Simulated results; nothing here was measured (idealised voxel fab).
process module | voxel air gaps
Square cells of 5 nm make up the cross-section cut, whose width is 285 nm.
How to read a cross-section here: the picture is a grid of square cells, written as bands going from the top down, and any band can span one or more rows of cells. The band entry comprises the height of the band's top followed by the height of its bottom, expressed in nm, and subsequently the band's materials from left to right, each stated together with its width in nm. Where a single material is marked with the word "all across", that material fills the band from edge to edge. The word "air" represents empty space. Height reference: 0 = level under which incoming wafer is all one material. Lowest band: no bottom, runs on downward, e.g. "z 0 and below". Read "30->40" as a graded width: first number on top, second number at the bottom, same change between each pair of neighbouring rows. Given "everything unchanged" for a step, no cell of the cross-section differs between before and after that step. Closed-off voids of 8+ cells (no open route to the top) go in "Enclosed empty spaces", written width x height at distance from the left edge, in nm. Post-settings text on a step line: simulator's own remark regarding the step. "overlay nm", when on a step's line for a step with a mask, measures how far to the right of its planned place the mask lay; a negative measure means to the left.

THESE ARE THE STEPS WE PLANNED FOR THE PROCESS
1,RECEIVE: material Si
2,CONFORMAL_DEP: material SiO2, thk nm 10
3,CONFORMAL_DEP: material SiN, thk nm 5
4,DIRECTIONAL_DEP: material lowk, thk nm 30
5,MASKED_ETCH: tone open, mask id LINES, width nm 25, pitch nm 50, etch materials lowk, depth nm 30, overlay nm 0
6,CONFORMAL_DEP: material TiN, thk nm 5
7,FILL_DEP: material Ru, thk nm 5
8,CMP: height nm 45
9,EPI: material Ru, thk nm 10
10,SELECTIVE_ETCH: etch materials lowk, depth nm 40
11,CONFORMAL_DEP: material SiCN, thk nm 5

CROSS-SECTION OF THE WAFER AT RECEIPT, WHICH IS THE CONDITION AFTER STEP 1
	z 0 and below: Si all across
	Enclosed empty spaces: none

POST-MODULE CROSS-SECTION: IDENTICAL START AND PLAN TO THOSE ABOVE, ONE MISSTEP IN EXECUTION
	z 60 to 55: air=65; SiCN=155; air=65
	z 55 to 45: air=65; SiCN=5; Ru=45; SiCN=5; Ru=45; SiCN=5; Ru=45; SiCN=5; air=65
	z 45 to 20: air=65; SiCN=5; Ru=10; TiN=5; Ru=15; TiN=5; Ru=10; SiCN=5; Ru=10; TiN=5; Ru=15; TiN=5; Ru=10; SiCN=5; Ru=10; TiN=5; Ru=15; TiN=5; Ru=10; SiCN=5; air=65
	z 20 to 15: SiCN=70; Ru=10; TiN=25; Ru=10; SiCN=5; Ru=10; TiN=25; Ru=10; SiCN=5; Ru=10; TiN=25; Ru=10; SiCN=70
	z 15 to 10: SiN all across
	z 10 to 0: SiO2 all across
	z 0 and below: Si all across
	Enclosed empty spaces: none
Error vs. plan: note: step 9 <-> step 10, run order reversed vs plan
